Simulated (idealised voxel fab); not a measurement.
Process module under the name voxel air gaps
275 nm wide, 5 nm square cells: that's cross-section cut.
A cross-section in this document is a grid of square cells, and it is written down as bands, the top band listed before the ones below it; a band is made up of one or more rows of cells. The band entry comprises the height of the band's top followed by the height of its bottom, expressed in nm, and subsequently the band's materials from left to right, each stated together with its width in nm. Where a single material is marked with the word "throughout", that material fills the band from edge to edge. The word "empty" represents empty space. All heights in this document are referenced to 0, defined as the level beneath which the wafer, as received, consists entirely of one material. The lowest band is not bounded below; it extends indefinitely downward and is written in the form "0..down". The notation "30..40" denotes a width that varies across the rows of cells in the band, beginning at the first number in the top row, finishing at the second number in the bottom row, and changing by an identical amount from each row to the next. Step marked "nothing different"? Then no cell in the cross-section changed in it. The entry "Completely sealed voids" lists the empty spaces that cover at least 8 cells and have no open path to the top. Each is written as width x height at distance, where the distance is measured from the left edge and all three values are in nm. Text after the settings on a step's line: the simulator's own remark on that step. overlay nm: mask right of planned place by this much (step with mask). Neg. = left.

Steps in the process plan:
1. RECEIVE (material Si)
2. CONFORMAL_DEP (material SiO2; thk nm 10)
3. CONFORMAL_DEP (material SiCN; thk nm 5)
4. DIRECTIONAL_DEP (material SiO2; thk nm 40)
5. DIRECTIONAL_DEP (material aC; thk nm 10)
6. PATTERN (tone open; mask id LINES; material resist; width nm 25; pitch nm 55; thk nm 30; overlay nm 0)
7. DIRECTIONAL_ETCH (etch materials aC; depth nm 10)
8. STRIP (etch materials resist)
9. DIRECTIONAL_ETCH (etch materials SiO2; depth nm 40)
10. STRIP (etch materials aC)
11. CONFORMAL_DEP (material TiN; thk nm 5)
12. FILL_DEP (material Ru; thk nm 10)
13. CMP (height nm 55)
14. EPI (material Ru; thk nm 10)
15. SELECTIVE_ETCH (etch materials SiO2; depth nm 50)
16. CONFORMAL_DEP (material SiCN; thk nm 5)

Wafer cross-section on receipt, i.e. after step 1:
	0..down | Si throughout
	Completely sealed voids: none

Module complete, cross-section. Starting point and plan per above. One mistake made in running the module:
	70..65 | SiCN throughout
	65..55 | Ru throughout
	55..50 | TiN (75) / Ru (15) / TiN (40) / Ru (15) / TiN (40) / Ru (15) / TiN (75)
	50..20 | SiO2 (70) / TiN (5) / Ru (15) / TiN (5) / SiO2 (30) / TiN (5) / Ru (15) / TiN (5) / SiO2 (30) / TiN (5) / Ru (15) / TiN (5) / SiO2 (70)
	20..15 | SiO2 (70) / TiN (25) / SiO2 (30) / TiN (25) / SiO2 (30) / TiN (25) / SiO2 (70)
	15..10 | SiCN throughout
	10..0 | SiO2 throughout
	0..down | Si throughout
	Completely sealed voids: none
Nonconformance to the process plan: off-plan run, step 4, actual operation and settings DIRECTIONAL_DEP (material SiO2; thk nm 35)
